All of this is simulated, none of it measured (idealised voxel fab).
Proc. module: voxel double patterning
Cross-section cut: width 175 nm, square cells of 5 nm.
The cross-sections in this document take the form of a grid made of square cells. They are written out as bands, in order from top to bottom. Each band consists of one or more rows of cells.
Basically the band line says how high the top is and how high the bottom is, in nm, and then what's in it from left to right, every material with its width in nm. Empty space shows up as "empty", and if a single material carries "all across" it runs the full band edge to edge.
Counting heights begins at 0, where everything beneath is, in the wafer as received, one material. The lowest band has no bottom; it goes on downwards, as "0..down" shows.
Width "30..40": first value at the band's top row of cells, second value at its bottom row, equal change from row to row.
When a step is marked "same as before", none of the cells in the cross-section changed during that step.
"Voids, enclosed" - sealed voids, min. 8 cells, no opening to top; format: width x height at distance (distance from left edge; nm throughout).
The remark found on a step's line after its settings is issued by the simulator itself and pertains to that step.
overlay nm: step with mask; distance mask lay right of planned place; negative value = left of planned place.
[Set out below are the planned steps of the process]
1) RECEIVE (material Si)
2) CONFORMAL_DEP (material SiN; thk nm 10)
3) DIRECTIONAL_DEP (material SiO2; thk nm 20)
4) DIRECTIONAL_DEP (material SiCN; thk nm 10)
5) MASKED_ETCH (tone open; mask id FIRST; width nm 15; pitch nm 50; etch materials SiCN; depth nm 10; overlay nm 0)
6) DIRECTIONAL_DEP (material aC; thk nm 15)
7) PATTERN (tone open; mask id SECOND; material resist; width nm 15; thk nm 35; overlay nm 0)
8) DIRECTIONAL_ETCH (etch materials aC; depth nm 15)
9) STRIP (etch materials resist)
10) DIRECTIONAL_ETCH (etch materials SiCN; depth nm 10)
11) STRIP (etch materials aC)
12) DIRECTIONAL_ETCH (etch materials SiO2; depth nm 20)
13) STRIP (etch materials SiCN)
[First of two wafers - as planned]
[Cross-section, incoming material, after step 1]
  0..down | Si all across
  Voids, enclosed: none
[Cross-section of the wafer subsequent to step 2]
  10..0 | SiN all across
  Lower than 0, everything is as it was.
[Cross-section of the wafer subsequent to step 3]
  30..10 | SiO2 all across
  Lower than 10, everything is as it was.
[Cross-section of the wafer subsequent to step 4]
  40..30 | SiCN all across
  Lower than 30, everything is as it was.
[Cross-section of the wafer subsequent to step 5]
  40..30 | SiCN=55 | empty=15 | SiCN=35 | empty=15 | SiCN=55
  Lower than 30, everything is as it was.
[Cross-section of the wafer subsequent to step 6]
  55..45 | aC=55 | empty=15 | aC=35 | empty=15 | aC=55
  45..40 | aC all across
  40..30 | SiCN=55 | aC=15 | SiCN=35 | aC=15 | SiCN=55
  Lower than 30, everything is as it was.
[Cross-section of the wafer subsequent to step 7]
  90..55 | resist=80 | empty=15 | resist=80
  55..45 | aC=55 | resist=15 | aC=35 | resist=15 | aC=55
  Lower than 45, everything is as it was.
[Cross-section of the wafer subsequent to step 8]
  75..55 | resist=80 | empty=15 | resist=80
  55..45 | aC=55 | resist=15 | aC=10 | empty=15 | aC=10 | resist=15 | aC=55
  45..40 | aC=80 | empty=15 | aC=80
  Lower than 40, everything is as it was.
[Cross-section of the wafer subsequent to step 9]
  55..45 | aC=55 | empty=15 | aC=10 | empty=15 | aC=10 | empty=15 | aC=55
  Lower than 45, everything is as it was.
[Cross-section of the wafer subsequent to step 10]
  55..45 | aC=55 | empty=15 | aC=10 | empty=15 | aC=10 | empty=15 | aC=55
  45..40 | aC=80 | empty=15 | aC=80
  40..30 | SiCN=55 | aC=15 | SiCN=10 | empty=15 | SiCN=10 | aC=15 | SiCN=55
  Lower than 30, everything is as it was.
[Cross-section of the wafer subsequent to step 11]
  40..30 | SiCN=55 | empty=15 | SiCN=10 | empty=15 | SiCN=10 | empty=15 | SiCN=55
  Lower than 30, everything is as it was.
[Cross-section of the wafer subsequent to step 12]
  40..30 | SiCN=55 | empty=15 | SiCN=10 | empty=15 | SiCN=10 | empty=15 | SiCN=55
  30..10 | SiO2=55 | empty=15 | SiO2=10 | empty=15 | SiO2=10 | empty=15 | SiO2=55
  Lower than 10, everything is as it was.
[Cross-section of the wafer subsequent to step 13]
  30..10 | SiO2=55 | empty=15 | SiO2=10 | empty=15 | SiO2=10 | empty=15 | SiO2=55
  Lower than 10, everything is as it was.
[Wafer two. Same start, same plan, one slip in execution. Same as wafer one through step 1, inclusive]
[Look at the second wafer in cross-section at the time step 2 ought to have finished]
  15..0 | SiN all across
  Lower than 0, everything is as it was.
[Look at the second wafer in cross-section at the time step 3 ought to have finished]
  35..15 | SiO2 all across
  Lower than 15, everything is as it was.
[Look at the second wafer in cross-section at the time step 4 ought to have finished]
  45..35 | SiCN all across
  Lower than 35, everything is as it was.
[Look at the second wafer in cross-section at the time step 5 ought to have finished]
  45..35 | SiCN=55 | empty=15 | SiCN=35 | empty=15 | SiCN=55
  Lower than 35, everything is as it was.
[Look at the second wafer in cross-section at the time step 6 ought to have finished]
  60..50 | aC=55 | empty=15 | aC=35 | empty=15 | aC=55
  50..45 | aC all across
  45..35 | SiCN=55 | aC=15 | SiCN=35 | aC=15 | SiCN=55
  Lower than 35, everything is as it was.
[Look at the second wafer in cross-section at the time step 7 ought to have finished]
  95..60 | resist=80 | empty=15 | resist=80
  60..50 | aC=55 | resist=15 | aC=35 | resist=15 | aC=55
  Lower than 50, everything is as it was.
[Look at the second wafer in cross-section at the time step 8 ought to have finished]
  80..60 | resist=80 | empty=15 | resist=80
  60..50 | aC=55 | resist=15 | aC=10 | empty=15 | aC=10 | resist=15 | aC=55
  50..45 | aC=80 | empty=15 | aC=80
  Lower than 45, everything is as it was.
[Look at the second wafer in cross-section at the time step 9 ought to have finished]
  60..50 | aC=55 | empty=15 | aC=10 | empty=15 | aC=10 | empty=15 | aC=55
  Lower than 50, everything is as it was.
[Look at the second wafer in cross-section at the time step 10 ought to have finished]
  60..50 | aC=55 | empty=15 | aC=10 | empty=15 | aC=10 | empty=15 | aC=55
  50..45 | aC=80 | empty=15 | aC=80
  45..35 | SiCN=55 | aC=15 | SiCN=10 | empty=15 | SiCN=10 | aC=15 | SiCN=55
  Lower than 35, everything is as it was.
[Look at the second wafer in cross-section at the time step 11 ought to have finished]
  45..35 | SiCN=55 | empty=15 | SiCN=10 | empty=15 | SiCN=10 | empty=15 | SiCN=55
  Lower than 35, everything is as it was.
[Look at the second wafer in cross-section at the time step 12 ought to have finished]
  45..35 | SiCN=55 | empty=15 | SiCN=10 | empty=15 | SiCN=10 | empty=15 | SiCN=55
  35..15 | SiO2=55 | empty=15 | SiO2=10 | empty=15 | SiO2=10 | empty=15 | SiO2=55
  Lower than 15, everything is as it was.
[Look at the second wafer in cross-section at the time step 13 ought to have finished]
  35..15 | SiO2=55 | empty=15 | SiO2=10 | empty=15 | SiO2=10 | empty=15 | SiO2=55
  Lower than 15, everything is as it was.
Processing error: step 2 went in with a setting other than planned; the actual run was CONFORMAL_DEP (material SiN; thk nm 15)
End of process, cell counts, second wafer against first, materials with more or fewer: SiN: 35 more
